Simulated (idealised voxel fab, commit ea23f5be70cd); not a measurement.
process module | voxel double patterning
cross-section cut | 190 nm wide | cells 5 nm
A cross-section is a grid of square cells, given in bands from the top down. A band is one or more rows of cells.
Each band's line starts with the height of the band's top and of its bottom, in nm. Then come its materials from left to right, each with its width in nm. One material with "throughout" fills the band from edge to edge. "air" is empty space.
Height 0 is the level under which the wafer as received is all one material. The lowest band goes on downwards, as in "0 down".
A width such as "30 to 40" changes by the same amount from each row of cells to the next, from the band's top row to its bottom row.
"no change" after a step means that no cell of the cross-section changed.
closed voids: empty space of 8 cells or more with no open way to the top, each as width x height at its distance from the left edge, in nm
after a step's settings: what the simulator itself notes on the step
overlay nm, on a step with a mask: how far to the right of its planned place the mask lay; to the left if negative
plan
1 op RECEIVE | material Si
2 op CONFORMAL_DEP | material SiO2 | thk nm 5
3 op DIRECTIONAL_DEP | material polySi | thk nm 10
4 op DIRECTIONAL_DEP | material SiCN | thk nm 5
5 op DIRECTIONAL_DEP | material aC | thk nm 15
6 op PATTERN | tone open | mask id FIRST | material resist | width nm 15 | pitch nm 50 | thk nm 35 | overlay nm 0
7 op DIRECTIONAL_ETCH | etch materials aC | depth nm 15
8 op STRIP | etch materials resist
9 op DIRECTIONAL_ETCH | etch materials SiCN | depth nm 5
10 op STRIP | etch materials aC
11 op MASKED_ETCH | tone open | mask id SECOND | width nm 15 | pitch nm 50 | etch materials SiCN | depth nm 5 | overlay nm 0
12 op DIRECTIONAL_ETCH | etch materials polySi | depth nm 10
13 op STRIP | etch materials SiCN
varied across the wafers: width nm of step 6. The plan shows the first wafer's value. All wafers start alike
first wafer as received, after step 1
  0 down: Si throughout
  closed voids: none
first wafer at the end, after step 13
  15 to 5: polySi 35 | air 15 | polySi 10 | air 15 | polySi 10 | air 15 | polySi 10 | air 15 | polySi 10 | air 15 | polySi 40
  5 to 0: SiO2 throughout
  0 down: Si throughout
  closed voids: none
last wafer at the end
  15 to 5: polySi 30 | air 45 | polySi 5 | air 45 | polySi 5 | air 30 | polySi 30
  5 to 0: SiO2 throughout
  0 down: Si throughout
  closed voids: none
each wafer at the end: cells of each material gained (+) or lost (-) since it was received, then its closed voids
width nm 15 | +38 SiO2 | +46 polySi | closed voids: none
width nm 20 | +38 SiO2 | +40 polySi | closed voids: none
width nm 25 | +38 SiO2 | +34 polySi | closed voids: none
width nm 30 | +38 SiO2 | +28 polySi | closed voids: none
